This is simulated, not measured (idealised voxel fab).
process module | voxel transistor to metal
Square cell edge 5 nm, section width 285 nm, ID cut.
A cross-section is written here as square cells arranged in a grid, and it is given in bands from the top down, each band taking up one or more rows of cells.
Quick guide to a band line: top height, bottom height (nm) up front; then every material left to right with its width in nm. Only one material and it's marked "all across"? Then it fills the band edge to edge. And "empty" just means empty space.
Heights are expressed relative to 0, this being the level below which the as-received wafer comprises one material exclusively. The lowest band is unbounded in the downward direction and is denoted as in "0 and below".
The notation "30..40" denotes a width that varies across the rows of cells in the band, beginning at the first number in the top row, finishing at the second number in the bottom row, and changing by an identical amount from each row to the next.
"nothing was modified" for a step: no cell of the cross-section changed in that step.
Each empty space that has no open way to the top and spans at least 8 cells appears under "Tabulated closed voids" as width x height at distance, the distance counted from the left edge, all in nm.
Post-settings text on a step line: simulator's own remark regarding the step.
overlay nm: how far to the right of its planned place the mask lay on this masked step (negative: to the left).
If you're wondering how to read the rest of this, here's the deal. It's pairs of cross-sections: one from before a process step, one from after it. The after one is only drawn as far down as the lowest band that changed. Right under each pair you'll see which step sits between them and what its settings were. Don't read the pairs as one continuous story, though. They can come from different runs of this module on the same starting wafer, and a pair only carries on from the one above it where its entry headed "Status before step" says so.
**Status before step**
* 115 down to 85  45 nm lowk  15 nm empty  100 nm lowk  15 nm empty  110 nm lowk
* 85 down to 80  45 nm SiCN  15 nm empty  100 nm SiCN  15 nm empty  110 nm SiCN
* 80 down to 65  45 nm lowk  5 nm TiN  5 nm W  5 nm TiN  50 nm lowk  5 nm TiN  5 nm W  5 nm TiN  35 nm lowk  5 nm TiN  5 nm W  5 nm TiN  50 nm lowk  5 nm TiN  5 nm W  5 nm TiN  45 nm lowk
* 65 down to 60  45 nm SiCN  15 nm TiN  50 nm SiCN  15 nm TiN  35 nm SiCN  15 nm TiN  50 nm SiCN  15 nm TiN  45 nm SiCN
* 60 down to 45  45 nm SiO2  5 nm TiN  5 nm Ru  5 nm TiN  50 nm SiO2  5 nm TiN  5 nm Ru  5 nm TiN  35 nm SiO2  5 nm TiN  5 nm Ru  5 nm TiN  50 nm SiO2  5 nm TiN  5 nm Ru  5 nm TiN  45 nm SiO2
* 45 down to 30  45 nm SiO2  5 nm TiN  5 nm Ru  5 nm TiN  10 nm SiO2  5 nm SiN  20 nm SiCN  5 nm SiN  10 nm SiO2  5 nm TiN  5 nm Ru  5 nm TiN  35 nm SiO2  5 nm TiN  5 nm Ru  5 nm TiN  10 nm SiO2  5 nm SiN  20 nm SiCN  5 nm SiN  10 nm SiO2  5 nm TiN  5 nm Ru  5 nm TiN  45 nm SiO2
* 30 down to 15  45 nm SiO2  5 nm TiN  5 nm Ru  5 nm TiN  10 nm SiO2  5 nm SiN  20 nm polySi  5 nm SiN  10 nm SiO2  5 nm TiN  5 nm Ru  5 nm TiN  35 nm SiO2  5 nm TiN  5 nm Ru  5 nm TiN  10 nm SiO2  5 nm SiN  20 nm polySi  5 nm SiN  10 nm SiO2  5 nm TiN  5 nm Ru  5 nm TiN  45 nm SiO2
* 15 down to 10  45 nm SiO2  15 nm TiN  10 nm SiO2  5 nm SiN  20 nm polySi  5 nm SiN  10 nm SiO2  15 nm TiN  35 nm SiO2  15 nm TiN  10 nm SiO2  5 nm SiN  20 nm polySi  5 nm SiN  10 nm SiO2  15 nm TiN  45 nm SiO2
* 10 down to 0  45 nm SiO2  10 nm TiN  15 nm SiGe  5 nm SiN  20 nm polySi  5 nm SiN  15 nm SiGe  10 nm TiN  35 nm SiO2  10 nm TiN  15 nm SiGe  5 nm SiN  20 nm polySi  5 nm SiN  15 nm SiGe  10 nm TiN  45 nm SiO2
* 0 down to -5  30 nm SiO2  40 nm SiGe  5 nm SiN  20 nm SiO2  5 nm SiN  40 nm SiGe  5 nm SiO2  40 nm SiGe  5 nm SiN  20 nm SiO2  5 nm SiN  40 nm SiGe  30 nm SiO2
* -5 down to -15  30..40 nm SiO2  40..30 nm SiGe  30 nm Si  40..30 nm SiGe  5..25 nm SiO2  40..30 nm SiGe  30 nm Si  40..30 nm SiGe  30..40 nm SiO2
* -15 down to -25  40 nm SiO2  90 nm Si  25 nm SiO2  90 nm Si  40 nm SiO2
* -25 and below  Si all across
* Tabulated closed voids: none
**Cut View, Post-Step**
* 120 down to 115  50 nm TiN  5 nm empty  110 nm TiN  5 nm empty  115 nm TiN
* 115 down to 85  45 nm lowk  5 nm TiN  5 nm empty  5 nm TiN  100 nm lowk  5 nm TiN  5 nm empty  5 nm TiN  110 nm lowk
* 85 down to 80  45 nm SiCN  15 nm TiN  100 nm SiCN  15 nm TiN  110 nm SiCN
* Anything lower than 80 is untouched.
* Tabulated closed voids: none
What sits between those two cross-sections? CONFORMAL_DEP | material TiN | thk nm 5
Status before step: This step starts from the configuration shown after the step in the pair immediately above.
**Cut View, Post-Step**
* 125 down to 120  Cu all across
* 120 down to 115  50 nm TiN  5 nm Cu  110 nm TiN  5 nm Cu  115 nm TiN
* 115 down to 85  45 nm lowk  5 nm TiN  5 nm Cu  5 nm TiN  100 nm lowk  5 nm TiN  5 nm Cu  5 nm TiN  110 nm lowk
* Anything lower than 85 is untouched.
* Tabulated closed voids: none
What sits between those two cross-sections? FILL_DEP | material Cu | thk nm 5
Status before step: This step starts from the configuration shown after the step in the pair immediately above.
**Cut View, Post-Step**
* 115 down to 85  45 nm lowk  5 nm TiN  5 nm Cu  5 nm TiN  100 nm lowk  5 nm TiN  5 nm Cu  5 nm TiN  110 nm lowk
* Anything lower than 85 is untouched.
* Tabulated closed voids: none
What sits between those two cross-sections? CMP | height nm 115
Status before step: This step starts from the configuration shown after the step in the pair immediately above.
**Cut View, Post-Step**
* 120 down to 115  SiN all across
* Anything lower than 115 is untouched.
* Tabulated closed voids: none
What sits between those two cross-sections? CONFORMAL_DEP | material SiN | thk nm 5
**Status before step**
* 60 down to 45  SiO2 all across
* 45 down to 30  65 nm SiO2  5 nm SiN  5 nm SiO2  20 nm SiCN  5 nm SiO2  5 nm SiN  75 nm SiO2  5 nm SiN  5 nm SiO2  20 nm SiCN  5 nm SiO2  5 nm SiN  65 nm SiO2
* 30 down to 10  65 nm SiO2  5 nm SiN  5 nm SiO2  20 nm polySi  5 nm SiO2  5 nm SiN  75 nm SiO2  5 nm SiN  5 nm SiO2  20 nm polySi  5 nm SiO2  5 nm SiN  65 nm SiO2
* 10 down to 0  50 nm SiO2  15 nm SiGe  5 nm SiN  5 nm SiO2  20 nm polySi  5 nm SiO2  5 nm SiN  15 nm SiGe  45 nm SiO2  15 nm SiGe  5 nm SiN  5 nm SiO2  20 nm polySi  5 nm SiO2  5 nm SiN  15 nm SiGe  50 nm SiO2
* 0 down to -5  35 nm SiO2  30 nm SiGe  40 nm SiO2  30 nm SiGe  15 nm SiO2  30 nm SiGe  40 nm SiO2  30 nm SiGe  35 nm SiO2
* -5 down to -15  40 nm SiO2  25 nm SiGe  40 nm Si  25 nm SiGe  25 nm SiO2  25 nm SiGe  40 nm Si  25 nm SiGe  40 nm SiO2
* -15 down to -25  40 nm SiO2  90 nm Si  25 nm SiO2  90 nm Si  40 nm SiO2
* -25 and below  Si all across
* Tabulated closed voids: none
**Cut View, Post-Step**
* 75 down to 45  SiO2 all across
* Anything lower than 45 is untouched.
* Tabulated closed voids: none
What sits between those two cross-sections? DIRECTIONAL_DEP | material SiO2 | thk nm 15
Status before step: This step starts from the configuration shown after the step in the pair immediately above.
**Cut View, Post-Step**
* 95 down to 75  45 nm resist  15 nm empty  50 nm resist  15 nm empty  35 nm resist  15 nm empty  50 nm resist  15 nm empty  45 nm resist
* Anything lower than 75 is untouched.
* Tabulated closed voids: none
What sits between those two cross-sections? PATTERN | tone open | mask id CONTACT | material resist | width nm 15 | thk nm 20 | overlay nm 0
Status before step: This step starts from the configuration shown after the step in the pair immediately above.
**Cut View, Post-Step**
* 95 down to 75  45 nm resist  15 nm empty  50 nm resist  15 nm empty  35 nm resist  15 nm empty  50 nm resist  15 nm empty  45 nm resist
* 75 down to 45  45 nm SiO2  15 nm empty  50 nm SiO2  15 nm empty  35 nm SiO2  15 nm empty  50 nm SiO2  15 nm empty  45 nm SiO2
* 45 down to 30  45 nm SiO2  15 nm empty  5 nm SiO2  5 nm SiN  5 nm SiO2  20 nm SiCN  5 nm SiO2  5 nm SiN  5 nm SiO2  15 nm empty  35 nm SiO2  15 nm empty  5 nm SiO2  5 nm SiN  5 nm SiO2  20 nm SiCN  5 nm SiO2  5 nm SiN  5 nm SiO2  15 nm empty  45 nm SiO2
* 30 down to 15  45 nm SiO2  15 nm empty  5 nm SiO2  5 nm SiN  5 nm SiO2  20 nm polySi  5 nm SiO2  5 nm SiN  5 nm SiO2  15 nm empty  35 nm SiO2  15 nm empty  5 nm SiO2  5 nm SiN  5 nm SiO2  20 nm polySi  5 nm SiO2  5 nm SiN  5 nm SiO2  15 nm empty  45 nm SiO2
* Anything lower than 15 is untouched.
* Tabulated closed voids: none
What sits between those two cross-sections? DIRECTIONAL_ETCH | etch materials SiO2 | depth nm 60
Status before step: This step starts from the configuration shown after the step in the pair immediately above.
**Cut View, Post-Step**
* 75 down to 45  45 nm SiO2  15 nm empty  50 nm SiO2  15 nm empty  35 nm SiO2  15 nm empty  50 nm SiO2  15 nm empty  45 nm SiO2
* Anything lower than 45 is untouched.
* Tabulated closed voids: none
What sits between those two cross-sections? STRIP | etch materials resist
Status before step: This step starts from the configuration shown after the step in the pair immediately above.
**Cut View, Post-Step**
* 80 down to 75  50 nm TiN  5 nm empty  60 nm TiN  5 nm empty  45 nm TiN  5 nm empty  60 nm TiN  5 nm empty  50 nm TiN
* 75 down to 45  45 nm SiO2  5 nm TiN  5 nm empty  5 nm TiN  50 nm SiO2  5 nm TiN  5 nm empty  5 nm TiN  35 nm SiO2  5 nm TiN  5 nm empty  5 nm TiN  50 nm SiO2  5 nm TiN  5 nm empty  5 nm TiN  45 nm SiO2
* 45 down to 30  45 nm SiO2  5 nm TiN  5 nm empty  5 nm TiN  5 nm SiO2  5 nm SiN  5 nm SiO2  20 nm SiCN  5 nm SiO2  5 nm SiN  5 nm SiO2  5 nm TiN  5 nm empty  5 nm TiN  35 nm SiO2  5 nm TiN  5 nm empty  5 nm TiN  5 nm SiO2  5 nm SiN  5 nm SiO2  20 nm SiCN  5 nm SiO2  5 nm SiN  5 nm SiO2  5 nm TiN  5 nm empty  5 nm TiN  45 nm SiO2
* 30 down to 20  45 nm SiO2  5 nm TiN  5 nm empty  5 nm TiN  5 nm SiO2  5 nm SiN  5 nm SiO2  20 nm polySi  5 nm SiO2  5 nm SiN  5 nm SiO2  5 nm TiN  5 nm empty  5 nm TiN  35 nm SiO2  5 nm TiN  5 nm empty  5 nm TiN  5 nm SiO2  5 nm SiN  5 nm SiO2  20 nm polySi  5 nm SiO2  5 nm SiN  5 nm SiO2  5 nm TiN  5 nm empty  5 nm TiN  45 nm SiO2
* 20 down to 15  45 nm SiO2  15 nm TiN  5 nm SiO2  5 nm SiN  5 nm SiO2  20 nm polySi  5 nm SiO2  5 nm SiN  5 nm SiO2  15 nm TiN  35 nm SiO2  15 nm TiN  5 nm SiO2  5 nm SiN  5 nm SiO2  20 nm polySi  5 nm SiO2  5 nm SiN  5 nm SiO2  15 nm TiN  45 nm SiO2
* Anything lower than 15 is untouched.
* Tabulated closed voids: none
What sits between those two cross-sections? CONFORMAL_DEP | material TiN | thk nm 5
Status before step: This step starts from the configuration shown after the step in the pair immediately above.
**Cut View, Post-Step**
* 90 down to 80  Ru all across
* 80 down to 75  50 nm TiN  5 nm Ru  60 nm TiN  5 nm Ru  45 nm TiN  5 nm Ru  60 nm TiN  5 nm Ru  50 nm TiN
* 75 down to 45  45 nm SiO2  5 nm TiN  5 nm Ru  5 nm TiN  50 nm SiO2  5 nm TiN  5 nm Ru  5 nm TiN  35 nm SiO2  5 nm TiN  5 nm Ru  5 nm TiN  50 nm SiO2  5 nm TiN  5 nm Ru  5 nm TiN  45 nm SiO2
* 45 down to 30  45 nm SiO2  5 nm TiN  5 nm Ru  5 nm TiN  5 nm SiO2  5 nm SiN  5 nm SiO2  20 nm SiCN  5 nm SiO2  5 nm SiN  5 nm SiO2  5 nm TiN  5 nm Ru  5 nm TiN  35 nm SiO2  5 nm TiN  5 nm Ru  5 nm TiN  5 nm SiO2  5 nm SiN  5 nm SiO2  20 nm SiCN  5 nm SiO2  5 nm SiN  5 nm SiO2  5 nm TiN  5 nm Ru  5 nm TiN  45 nm SiO2
* 30 down to 20  45 nm SiO2  5 nm TiN  5 nm Ru  5 nm TiN  5 nm SiO2  5 nm SiN  5 nm SiO2  20 nm polySi  5 nm SiO2  5 nm SiN  5 nm SiO2  5 nm TiN  5 nm Ru  5 nm TiN  35 nm SiO2  5 nm TiN  5 nm Ru  5 nm TiN  5 nm SiO2  5 nm SiN  5 nm SiO2  20 nm polySi  5 nm SiO2  5 nm SiN  5 nm SiO2  5 nm TiN  5 nm Ru  5 nm TiN  45 nm SiO2
* Anything lower than 20 is untouched.
* Tabulated closed voids: none
What sits between those two cross-sections? FILL_DEP | material Ru | thk nm 10
Status before step: This step starts from the configuration shown after the step in the pair immediately above.
**Cut View, Post-Step**
* 60 down to 45  45 nm SiO2  5 nm TiN  5 nm Ru  5 nm TiN  50 nm SiO2  5 nm TiN  5 nm Ru  5 nm TiN  35 nm SiO2  5 nm TiN  5 nm Ru  5 nm TiN  50 nm SiO2  5 nm TiN  5 nm Ru  5 nm TiN  45 nm SiO2
* Anything lower than 45 is untouched.
* Tabulated closed voids: none
What sits between those two cross-sections? CMP | height nm 60
Status before step: This step starts from the configuration shown after the step in the pair immediately above.
**Cut View, Post-Step**
* 65 down to 60  SiCN all across
* Anything lower than 60 is untouched.
* Tabulated closed voids: none
What sits between those two cross-sections? CONFORMAL_DEP | material SiCN | thk nm 5
Status before step: This step starts from the configuration shown after the step in the pair immediately above.
**Cut View, Post-Step**
* 80 down to 65  lowk all across
* Anything lower than 65 is untouched.
* Tabulated closed voids: none
What sits between those two cross-sections? DIRECTIONAL_DEP | material lowk | thk nm 15
Status before step: This step starts from the configuration shown after the step in the pair immediately above.
**Cut View, Post-Step**
* 95 down to 80  45 nm resist  15 nm empty  50 nm resist  15 nm empty  35 nm resist  15 nm empty  50 nm resist  15 nm empty  45 nm resist
* Anything lower than 80 is untouched.
* Tabulated closed voids: none
What sits between those two cross-sections? PATTERN | tone open | mask id METAL_1 | material resist | width nm 15 | thk nm 15 | overlay nm 0
Status before step: This step starts from the configuration shown after the step in the pair immediately above.
**Cut View, Post-Step**
* 95 down to 80  45 nm resist  15 nm empty  50 nm resist  15 nm empty  35 nm resist  15 nm empty  50 nm resist  15 nm empty  45 nm resist
* 80 down to 65  45 nm lowk  15 nm empty  50 nm lowk  15 nm empty  35 nm lowk  15 nm empty  50 nm lowk  15 nm empty  45 nm lowk
* Anything lower than 65 is untouched.
* Tabulated closed voids: none
What sits between those two cross-sections? DIRECTIONAL_ETCH | etch materials lowk | depth nm 15
Status before step: This step starts from the configuration shown after the step in the pair immediately above.
**Cut View, Post-Step**
* 95 down to 80  45 nm resist  15 nm empty  50 nm resist  15 nm empty  35 nm resist  15 nm empty  50 nm resist  15 nm empty  45 nm resist
* 80 down to 65  45 nm lowk  15 nm empty  50 nm lowk  15 nm empty  35 nm lowk  15 nm empty  50 nm lowk  15 nm empty  45 nm lowk
* 65 down to 60  45 nm SiCN  15 nm empty  50 nm SiCN  15 nm empty  35 nm SiCN  15 nm empty  50 nm SiCN  15 nm empty  45 nm SiCN
* Anything lower than 60 is untouched.
* Tabulated closed voids: none
What sits between those two cross-sections? DIRECTIONAL_ETCH | etch materials SiCN | depth nm 5
Status before step: This step starts from the configuration shown after the step in the pair immediately above.
**Cut View, Post-Step**
* 80 down to 65  45 nm lowk  15 nm empty  50 nm lowk  15 nm empty  35 nm lowk  15 nm empty  50 nm lowk  15 nm empty  45 nm lowk
* Anything lower than 65 is untouched.
* Tabulated closed voids: none
What sits between those two cross-sections? STRIP | etch materials resist
Status before step: This step starts from the configuration shown after the step in the pair immediately above.
**Cut View, Post-Step**
* 85 down to 80  50 nm TiN  5 nm empty  60 nm TiN  5 nm empty  45 nm TiN  5 nm empty  60 nm TiN  5 nm empty  50 nm TiN
* 80 down to 65  45 nm lowk  5 nm TiN  5 nm empty  5 nm TiN  50 nm lowk  5 nm TiN  5 nm empty  5 nm TiN  35 nm lowk  5 nm TiN  5 nm empty  5 nm TiN  50 nm lowk  5 nm TiN  5 nm empty  5 nm TiN  45 nm lowk
* 65 down to 60  45 nm SiCN  15 nm TiN  50 nm SiCN  15 nm TiN  35 nm SiCN  15 nm TiN  50 nm SiCN  15 nm TiN  45 nm SiCN
* Anything lower than 60 is untouched.
* Tabulated closed voids: none
What sits between those two cross-sections? CONFORMAL_DEP | material TiN | thk nm 5
Status before step: This step starts from the configuration shown after the step in the pair immediately above.
**Cut View, Post-Step**
* 90 down to 85  W all across
* 85 down to 80  50 nm TiN  5 nm W  60 nm TiN  5 nm W  45 nm TiN  5 nm W  60 nm TiN  5 nm W  50 nm TiN
* 80 down to 65  45 nm lowk  5 nm TiN  5 nm W  5 nm TiN  50 nm lowk  5 nm TiN  5 nm W  5 nm TiN  35 nm lowk  5 nm TiN  5 nm W  5 nm TiN  50 nm lowk  5 nm TiN  5 nm W  5 nm TiN  45 nm lowk
* Anything lower than 65 is untouched.
* Tabulated closed voids: none
What sits between those two cross-sections? FILL_DEP | material W | thk nm 5
Status before step: This step starts from the configuration shown after the step in the pair immediately above.
**Cut View, Post-Step**
* 80 down to 65  45 nm lowk  5 nm TiN  5 nm W  5 nm TiN  50 nm lowk  5 nm TiN  5 nm W  5 nm TiN  35 nm lowk  5 nm TiN  5 nm W  5 nm TiN  50 nm lowk  5 nm TiN  5 nm W  5 nm TiN  45 nm lowk
* Anything lower than 65 is untouched.
* Tabulated closed voids: none
What sits between those two cross-sections? CMP | height nm 80
Status before step: This step starts from the configuration shown after the step in the pair immediately above.
**Cut View, Post-Step**
* 85 down to 80  SiCN all across
* Anything lower than 80 is untouched.
* Tabulated closed voids: none
What sits between those two cross-sections? CONFORMAL_DEP | material SiCN | thk nm 5
Status before step: This step starts from the configuration shown after the step in the pair immediately above.
**Cut View, Post-Step**
* 115 down to 85  lowk all across
* Anything lower than 85 is untouched.
* Tabulated closed voids: none
What sits between those two cross-sections? DIRECTIONAL_DEP | material lowk | thk nm 30
Status before step: This step starts from the configuration shown after the step in the pair immediately above.
**Cut View, Post-Step**
* 130 down to 115  aC all across
* Anything lower than 115 is untouched.
* Tabulated closed voids: none
What sits between those two cross-sections? DIRECTIONAL_DEP | material aC | thk nm 15
Status before step: This step starts from the configuration shown after the step in the pair immediately above.
**Cut View, Post-Step**
* 160 down to 130  45 nm resist  15 nm empty  100 nm resist  15 nm empty  110 nm resist
* Anything lower than 130 is untouched.
* Tabulated closed voids: none
What sits between those two cross-sections? PATTERN | tone open | mask id METAL_2 | material resist | width nm 15 | pitch nm 115 | thk nm 30 | overlay nm 0
Status before step: This step starts from the configuration shown after the step in the pair immediately above.
**Cut View, Post-Step**
* 145 down to 130  45 nm resist  15 nm empty  100 nm resist  15 nm empty  110 nm resist
* 130 down to 115  45 nm aC  15 nm empty  100 nm aC  15 nm empty  110 nm aC
* Anything lower than 115 is untouched.
* Tabulated closed voids: none
What sits between those two cross-sections? DIRECTIONAL_ETCH | etch materials aC | depth nm 15
Status before step: This step starts from the configuration shown after the step in the pair immediately above.
**Cut View, Post-Step**
* 130 down to 115  45 nm aC  15 nm empty  100 nm aC  15 nm empty  110 nm aC
* Anything lower than 115 is untouched.
* Tabulated closed voids: none
What sits between those two cross-sections? STRIP | etch materials resist
Status before step: This step starts from the configuration shown after the step in the pair immediately above.
**Cut View, Post-Step**
* 130 down to 115  45 nm aC  15 nm empty  100 nm aC  15 nm empty  110 nm aC
* 115 down to 95  45 nm lowk  15 nm empty  100 nm lowk  15 nm empty  110 nm lowk
* Anything lower than 95 is untouched.
* Tabulated closed voids: none
What sits between those two cross-sections? DIRECTIONAL_ETCH | etch materials lowk | depth nm 20
Status before step: This step starts from the configuration shown after the step in the pair immediately above.
**Cut View, Post-Step**
* 115 down to 95  45 nm lowk  15 nm empty  100 nm lowk  15 nm empty  110 nm lowk
* Anything lower than 95 is untouched.
* Tabulated closed voids: none
What sits between those two cross-sections? STRIP | etch materials aC
Status before step: This step starts from the configuration shown after the step in the pair immediately above.
**Cut View, Post-Step**
* 135 down to 115  45 nm resist  15 nm empty  100 nm resist  15 nm empty  110 nm resist
* Anything lower than 115 is untouched.
* Tabulated closed voids: none
What sits between those two cross-sections? PATTERN | tone open | mask id METAL_2_HOLES | material resist | width nm 15 | pitch nm 115 | thk nm 20 | overlay nm 0
Status before step: This step starts from the configuration shown after the step in the pair immediately above.
**Cut View, Post-Step**
* 135 down to 115  45 nm resist  15 nm empty  100 nm resist  15 nm empty  110 nm resist
* 115 down to 85  45 nm lowk  15 nm empty  100 nm lowk  15 nm empty  110 nm lowk
* Anything lower than 85 is untouched.
* Tabulated closed voids: none
What sits between those two cross-sections? DIRECTIONAL_ETCH | etch materials lowk | depth nm 10
Status before step: This step starts from the configuration shown after the step in the pair immediately above.
**Cut View, Post-Step**
* 135 down to 115  45 nm resist  15 nm empty  100 nm resist  15 nm empty  110 nm resist
* 115 down to 85  45 nm lowk  15 nm empty  100 nm lowk  15 nm empty  110 nm lowk
* 85 down to 80  45 nm SiCN  15 nm empty  100 nm SiCN  15 nm empty  110 nm SiCN
* Anything lower than 80 is untouched.
* Tabulated closed voids: none
What sits between those two cross-sections? DIRECTIONAL_ETCH | etch materials SiCN | depth nm 5
Status before step: This step starts from the configuration shown after the step in the pair immediately above.
**Cut View, Post-Step**
* 115 down to 85  45 nm lowk  15 nm empty  100 nm lowk  15 nm empty  110 nm lowk
* Anything lower than 85 is untouched.
* Tabulated closed voids: none
What sits between those two cross-sections? STRIP | etch materials resist
Status before step: This step starts from the configuration shown after the step in the pair immediately above.
**Cut View, Post-Step**
* 120 down to 115  50 nm TiN  5 nm empty  110 nm TiN  5 nm empty  115 nm TiN
* 115 down to 85  45 nm lowk  5 nm TiN  5 nm empty  5 nm TiN  100 nm lowk  5 nm TiN  5 nm empty  5 nm TiN  110 nm lowk
* 85 down to 80  45 nm SiCN  15 nm TiN  100 nm SiCN  15 nm TiN  110 nm SiCN
* Anything lower than 80 is untouched.
* Tabulated closed voids: none
What sits between those two cross-sections? CONFORMAL_DEP | material TiN | thk nm 5
Status before step: This step starts from the configuration shown after the step in the pair immediately above.
**Cut View, Post-Step**
* 125 down to 120  Cu all across
* 120 down to 115  50 nm TiN  5 nm Cu  110 nm TiN  5 nm Cu  115 nm TiN
* 115 down to 85  45 nm lowk  5 nm TiN  5 nm Cu  5 nm TiN  100 nm lowk  5 nm TiN  5 nm Cu  5 nm TiN  110 nm lowk
* Anything lower than 85 is untouched.
* Tabulated closed voids: none
What sits between those two cross-sections? FILL_DEP | material Cu | thk nm 5
Status before step: This step starts from the configuration shown after the step in the pair immediately above.
**Cut View, Post-Step**
* 115 down to 85  45 nm lowk  5 nm TiN  5 nm Cu  5 nm TiN  100 nm lowk  5 nm TiN  5 nm Cu  5 nm TiN  110 nm lowk
* Anything lower than 85 is untouched.
* Tabulated closed voids: none
What sits between those two cross-sections? CMP | height nm 115
Status before step: This step starts from the configuration shown after the step in the pair immediately above.
**Cut View, Post-Step**
* 120 down to 115  SiN all across
* Anything lower than 115 is untouched.
* Tabulated closed voids: none
What sits between those two cross-sections? CONFORMAL_DEP | material SiN | thk nm 5
**Status before step**
* 85 down to 80  SiCN all across
* 80 down to 65  45 nm lowk  5 nm TiN  5 nm W  5 nm TiN  50 nm lowk  5 nm TiN  5 nm W  5 nm TiN  35 nm lowk  5 nm TiN  5 nm W  5 nm TiN  50 nm lowk  5 nm TiN  5 nm W  5 nm TiN  45 nm lowk
* 65 down to 60  45 nm SiCN  15 nm TiN  50 nm SiCN  15 nm TiN  35 nm SiCN  15 nm TiN  50 nm SiCN  15 nm TiN  45 nm SiCN
* 60 down to 45  45 nm SiO2  5 nm TiN  5 nm Ru  5 nm TiN  50 nm SiO2  5 nm TiN  5 nm Ru  5 nm TiN  35 nm SiO2  5 nm TiN  5 nm Ru  5 nm TiN  50 nm SiO2  5 nm TiN  5 nm Ru  5 nm TiN  45 nm SiO2
* 45 down to 30  45 nm SiO2  5 nm TiN  5 nm Ru  5 nm TiN  5 nm SiO2  5 nm SiN  5 nm SiO2  20 nm SiCN  5 nm SiO2  5 nm SiN  5 nm SiO2  5 nm TiN  5 nm Ru  5 nm TiN  35 nm SiO2  5 nm TiN  5 nm Ru  5 nm TiN  5 nm SiO2  5 nm SiN  5 nm SiO2  20 nm SiCN  5 nm SiO2  5 nm SiN  5 nm SiO2  5 nm TiN  5 nm Ru  5 nm TiN  45 nm SiO2
* 30 down to 15  45 nm SiO2  5 nm TiN  5 nm Ru  5 nm TiN  5 nm SiO2  5 nm SiN  5 nm SiO2  20 nm polySi  5 nm SiO2  5 nm SiN  5 nm SiO2  5 nm TiN  5 nm Ru  5 nm TiN  35 nm SiO2  5 nm TiN  5 nm Ru  5 nm TiN  5 nm SiO2  5 nm SiN  5 nm SiO2  20 nm polySi  5 nm SiO2  5 nm SiN  5 nm SiO2  5 nm TiN  5 nm Ru  5 nm TiN  45 nm SiO2
* 15 down to 10  45 nm SiO2  15 nm TiN  5 nm SiO2  5 nm SiN  5 nm SiO2  20 nm polySi  5 nm SiO2  5 nm SiN  5 nm SiO2  15 nm TiN  35 nm SiO2  15 nm TiN  5 nm SiO2  5 nm SiN  5 nm SiO2  20 nm polySi  5 nm SiO2  5 nm SiN  5 nm SiO2  15 nm TiN  45 nm SiO2
* 10 down to 0  45 nm SiO2  5 nm TiN  15 nm SiGe  5 nm SiN  5 nm SiO2  20 nm polySi  5 nm SiO2  5 nm SiN  15 nm SiGe  5 nm TiN  35 nm SiO2  5 nm TiN  15 nm SiGe  5 nm SiN  5 nm SiO2  20 nm polySi  5 nm SiO2  5 nm SiN  15 nm SiGe  5 nm TiN  45 nm SiO2
* 0 down to -5  35 nm SiO2  30 nm SiGe  40 nm SiO2  30 nm SiGe  15 nm SiO2  30 nm SiGe  40 nm SiO2  30 nm SiGe  35 nm SiO2
* -5 down to -15  40 nm SiO2  25 nm SiGe  40 nm Si  25 nm SiGe  25 nm SiO2  25 nm SiGe  40 nm Si  25 nm SiGe  40 nm SiO2
* -15 down to -25  40 nm SiO2  90 nm Si  25 nm SiO2  90 nm Si  40 nm SiO2
* -25 and below  Si all across
* Tabulated closed voids: none
**Cut View, Post-Step**
* 100 down to 85  aC all across
* Anything lower than 85 is untouched.
* Tabulated closed voids: none
What sits between those two cross-sections? DIRECTIONAL_DEP | material aC | thk nm 15
Status before step: This step starts from the configuration shown after the step in the pair immediately above.
**Cut View, Post-Step**
* 130 down to 100  lowk all across
* Anything lower than 100 is untouched.
* Tabulated closed voids: none
What sits between those two cross-sections? DIRECTIONAL_DEP | material lowk | thk nm 30
Status before step: This step starts from the configuration shown after the step in the pair immediately above.
**Cut View, Post-Step**
* 160 down to 130  45 nm resist  15 nm empty  100 nm resist  15 nm empty  110 nm resist
* Anything lower than 130 is untouched.
* Tabulated closed voids: none
What sits between those two cross-sections? PATTERN | tone open | mask id METAL_2 | material resist | width nm 15 | pitch nm 115 | thk nm 30 | overlay nm 0
Status before step: This step starts from the configuration shown after the step in the pair immediately above.
**Cut View, Post-Step**
* 145 down to 130  45 nm resist  15 nm empty  100 nm resist  15 nm empty  110 nm resist
* Anything lower than 130 is untouched.
* Tabulated closed voids: none
What sits between those two cross-sections? DIRECTIONAL_ETCH | etch materials aC | depth nm 15
Status before step: This step starts from the configuration shown after the step in the pair immediately above.
**Cut View, Post-Step**
* 130 down to 100  lowk all across
* Anything lower than 100 is untouched.
* Tabulated closed voids: none
What sits between those two cross-sections? STRIP | etch materials resist
Status before step: This step starts from the configuration shown after the step in the pair immediately above.
**Cut View, Post-Step**
* 110 down to 100  lowk all across
* Anything lower than 100 is untouched.
* Tabulated closed voids: none
What sits between those two cross-sections? DIRECTIONAL_ETCH | etch materials lowk | depth nm 20
Status before step: This step starts from the configuration shown after the step in the pair immediately above.
**Cut View, Post-Step**
* 130 down to 110  45 nm resist  15 nm empty  100 nm resist  15 nm empty  110 nm resist
* Anything lower than 110 is untouched.
* Tabulated closed voids: none
What sits between those two cross-sections? PATTERN | tone open | mask id METAL_2_HOLES | material resist | width nm 15 | pitch nm 115 | thk nm 20 | overlay nm 0
Status before step: This step starts from the configuration shown after the step in the pair immediately above.
**Cut View, Post-Step**
* 130 down to 110  45 nm resist  15 nm empty  100 nm resist  15 nm empty  110 nm resist
* 110 down to 100  45 nm lowk  15 nm empty  100 nm lowk  15 nm empty  110 nm lowk
* Anything lower than 100 is untouched.
* Tabulated closed voids: none
What sits between those two cross-sections? DIRECTIONAL_ETCH | etch materials lowk | depth nm 10
Status before step: This step starts from the configuration shown after the step in the pair immediately above.
**Cut View, Post-Step**
* 110 down to 100  45 nm lowk  15 nm empty  100 nm lowk  15 nm empty  110 nm lowk
* Anything lower than 100 is untouched.
* Tabulated closed voids: none
What sits between those two cross-sections? STRIP | etch materials resist
Status before step: This step starts from the configuration shown after the step in the pair immediately above.
**Cut View, Post-Step**
* 115 down to 110  50 nm TiN  5 nm empty  110 nm TiN  5 nm empty  115 nm TiN
* 110 down to 105  45 nm lowk  5 nm TiN  5 nm empty  5 nm TiN  100 nm lowk  5 nm TiN  5 nm empty  5 nm TiN  110 nm lowk
* 105 down to 100  45 nm lowk  15 nm TiN  100 nm lowk  15 nm TiN  110 nm lowk
* Anything lower than 100 is untouched.
* Tabulated closed voids: none
What sits between those two cross-sections? CONFORMAL_DEP | material TiN | thk nm 5
Status before step: This step starts from the configuration shown after the step in the pair immediately above.
**Cut View, Post-Step**
* 120 down to 115  Cu all across
* 115 down to 110  50 nm TiN  5 nm Cu  110 nm TiN  5 nm Cu  115 nm TiN
* 110 down to 105  45 nm lowk  5 nm TiN  5 nm Cu  5 nm TiN  100 nm lowk  5 nm TiN  5 nm Cu  5 nm TiN  110 nm lowk
* Anything lower than 105 is untouched.
* Tabulated closed voids: none
What sits between those two cross-sections? FILL_DEP | material Cu | thk nm 5
